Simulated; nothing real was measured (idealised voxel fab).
process module | voxel plated lines
cross-section cut | 300 nm wide | cells 5 nm
A cross-section is a grid of square cells, given in bands from the top down. A band is one or more rows of cells.
Each band's line starts with the height of the band's top and of its bottom, in nm. Then come its materials from left to right, each with its width in nm. One material with "throughout" fills the band from edge to edge. "air" is empty space.
Height 0 is the level under which the wafer as received is all one material. The lowest band goes on downwards, as in "0 down".
A width such as "30 to 40" changes by the same amount from each row of cells to the next, from the band's top row to its bottom row.
"no change" after a step means that no cell of the cross-section changed.
closed voids: empty space of 8 cells or more with no open way to the top, each as width x height at its distance from the left edge, in nm
after a step's settings: what the simulator itself notes on the step
overlay nm, on a step with a mask: how far to the right of its planned place the mask lay; to the left if negative
plan
1 op RECEIVE | material Si
2 op CONFORMAL_DEP | material Al2O3 | thk nm 10
3 op DIRECTIONAL_DEP | material TiN | thk nm 5
4 op PATTERN | tone open | mask id LINES | material resist | width nm 15 | pitch nm 45 | thk nm 35 | overlay nm 0
5 op EPI | material Ru | thk nm 10
6 op EPI | material Ru | thk nm 10
7 op EPI | material Ru | thk nm 10
8 op STRIP | etch materials resist
9 op DIRECTIONAL_ETCH | etch materials TiN | depth nm 5
10 op CONFORMAL_DEP | material SiN | thk nm 5
as received, after step 1
  0 down: Si throughout
  closed voids: none
first wafer at the end, as planned
  50 to 45: air 90 | SiN 25 | air 20 | SiN 25 | air 20 | SiN 25 | air 95
  45 to 15: air 90 | SiN 5 | Ru 15 | SiN 5 | air 20 | SiN 5 | Ru 15 | SiN 5 | air 20 | SiN 5 | Ru 15 | SiN 5 | air 95
  15 to 10: SiN 95 | TiN 15 | SiN 30 | TiN 15 | SiN 30 | TiN 15 | SiN 100
  10 to 0: Al2O3 throughout
  0 down: Si throughout
  closed voids: none
second wafer at the end: like start, like plan, one mistake
  50 to 45: air 90 | TiN 25 | air 20 | TiN 25 | air 20 | TiN 25 | air 95
  45 to 15: air 90 | TiN 5 | Ru 15 | TiN 5 | air 20 | TiN 5 | Ru 15 | TiN 5 | air 20 | TiN 5 | Ru 15 | TiN 5 | air 95
  15 to 10: TiN throughout
  10 to 0: Al2O3 throughout
  0 down: Si throughout
  closed voids: none
what went wrong: step 10 ran as: op CONFORMAL_DEP | material TiN | thk nm 5
at the end the second wafer has, in cells: 102 fewer of SiN | 102 more of TiN
